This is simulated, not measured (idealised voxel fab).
process module | voxel released beams
cross-section cut | 230 nm wide | cells 5 nm
A cross-section is a grid of square cells, given in bands from the top down. A band is one or more rows of cells.
Each band's line starts with the height of the band's top and of its bottom, in nm. Then come its materials from left to right, each with its width in nm. One material with "throughout" fills the band from edge to edge. "air" is empty space.
Height 0 is the level under which the wafer as received is all one material. The lowest band goes on downwards, as in "0 down".
A width such as "30 to 40" changes by the same amount from each row of cells to the next, from the band's top row to its bottom row.
"no change" after a step means that no cell of the cross-section changed.
closed voids: empty space of 8 cells or more with no open way to the top, each as width x height at its distance from the left edge, in nm
after a step's settings: what the simulator itself notes on the step
overlay nm, on a step with a mask: how far to the right of its planned place the mask lay; to the left if negative
plan
1 op RECEIVE | material Si
2 op CONFORMAL_DEP | material SiN | thk nm 10
3 op DIRECTIONAL_DEP | material SiO2 | thk nm 10
4 op PATTERN | tone open | mask id ANCHOR | material resist | width nm 40 | thk nm 15 | overlay nm 0
5 op DIRECTIONAL_ETCH | etch materials SiO2 | depth nm 10
6 op STRIP | etch materials resist
7 op CONFORMAL_DEP | material polySi | thk nm 15
8 op MASKED_ETCH | tone cover | mask id BEAM | width nm 100 | etch materials polySi | depth nm 15 | overlay nm 0
9 op STRIP | etch materials SiO2
as received, after step 1
  0 down: Si throughout
  closed voids: none
first wafer at the end, as planned
  35 to 25: air 60 | polySi 20 | air 10 | polySi 70 | air 70
  25 to 20: air 60 | polySi 100 | air 70
  20 to 10: air 65 | polySi 40 | air 125
  10 to 0: SiN throughout
  0 down: Si throughout
  closed voids: none
second wafer at the end: like start, like plan, one mistake
  35 to 25: air 60 | polySi 15 | air 20 | polySi 65 | air 70
  25 to 20: air 60 | polySi 100 | air 70
  20 to 10: air 60 | polySi 50 | air 120
  10 to 0: SiN throughout
  0 down: Si throughout
  closed voids: none
what went wrong: step 4 ran as: op PATTERN | tone open | mask id ANCHOR | material resist | width nm 50 | thk nm 15 | overlay nm 0
at the end the second wafer has, in cells: as many of each material as the first, in other places
